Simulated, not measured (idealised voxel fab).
This is a process module. Its name is voxel spacer lines.
The cross-section on display is named cut; it measures 275 nm wide, and its cells are 5 nm squares.
Think of the cross-section as a grid of square cells. We describe it in bands, top to bottom, and each band covers one or more rows of those cells.
Quick guide to a band line: top height, bottom height (nm) up front; then every material left to right with its width in nm. Only one material and it's marked "full width"? Then it fills the band edge to edge. And "air" just means empty space.
Heights are expressed relative to 0, this being the level below which the as-received wafer comprises one material exclusively. The lowest band is unbounded in the downward direction and is denoted as in "from 0 down".
The notation "30..40" denotes a width that varies across the rows of cells in the band, beginning at the first number in the top row, finishing at the second number in the bottom row, and changing by an identical amount from each row to the next.
"nothing got changed" (step): cross-section cells unchanged, all of them.
"Voids lacking openings" means: voids of 8 cells or more that are shut off from the top with no open way through. Written width x height at distance, distance from the left edge, in nm.
after a step's settings: what the simulator itself notes on the step
The optional step-line setting "overlay nm" applies to steps with a mask and quantifies how far to the right of its planned location the mask lay, a negative value indicating leftward placement.
-- Steps planned for the process
1: RECEIVE | material Si
2: CONFORMAL_DEP | material Al2O3 | thk nm 5
3: DIRECTIONAL_DEP | material polySi | thk nm 15
4: DIRECTIONAL_DEP | material aC | thk nm 20
5: PATTERN | tone cover | mask id MANDREL | material resist | width nm 15 | pitch nm 50 | thk nm 25 | overlay nm 0
6: DIRECTIONAL_ETCH | etch materials aC | depth nm 20
7: STRIP | etch materials resist
8: CONFORMAL_DEP | material SiO2 | thk nm 10
9: DIRECTIONAL_ETCH | etch materials SiO2 | depth nm 10
10: STRIP | etch materials aC
11: DIRECTIONAL_ETCH | etch materials polySi | depth nm 15
12: STRIP | etch materials SiO2
-- Here's what the wafer looked like in cross-section when it arrived - that's after step 1
  from 0 down = Si full width
  Voids lacking openings: none
-- End-of-module XS, first of two wafers, run as planned
  from 20 to 5 = air=95  polySi=10  air=15  polySi=10  air=15  polySi=10  air=15  polySi=10  air=95
  from 5 to 0 = Al2O3 full width
  from 0 down = Si full width
  Voids lacking openings: none
-- End of module, second wafer, cross-section. Started like the first, planned like the first, run with one mistake
  from 40 to 20 = Al2O3 full width
  from 20 to 5 = polySi full width
  from 5 to 0 = Al2O3 full width
  from 0 down = Si full width
  Voids lacking openings: none
Short version of what went wrong: it should be noted that step 4 was executed with settings other than those planned, the operation and settings actually applied being DIRECTIONAL_DEP | material Al2O3 | thk nm 20
Cell-count delta at end, second wafer over first, by material: 220 more of Al2O3 | 141 more of polySi
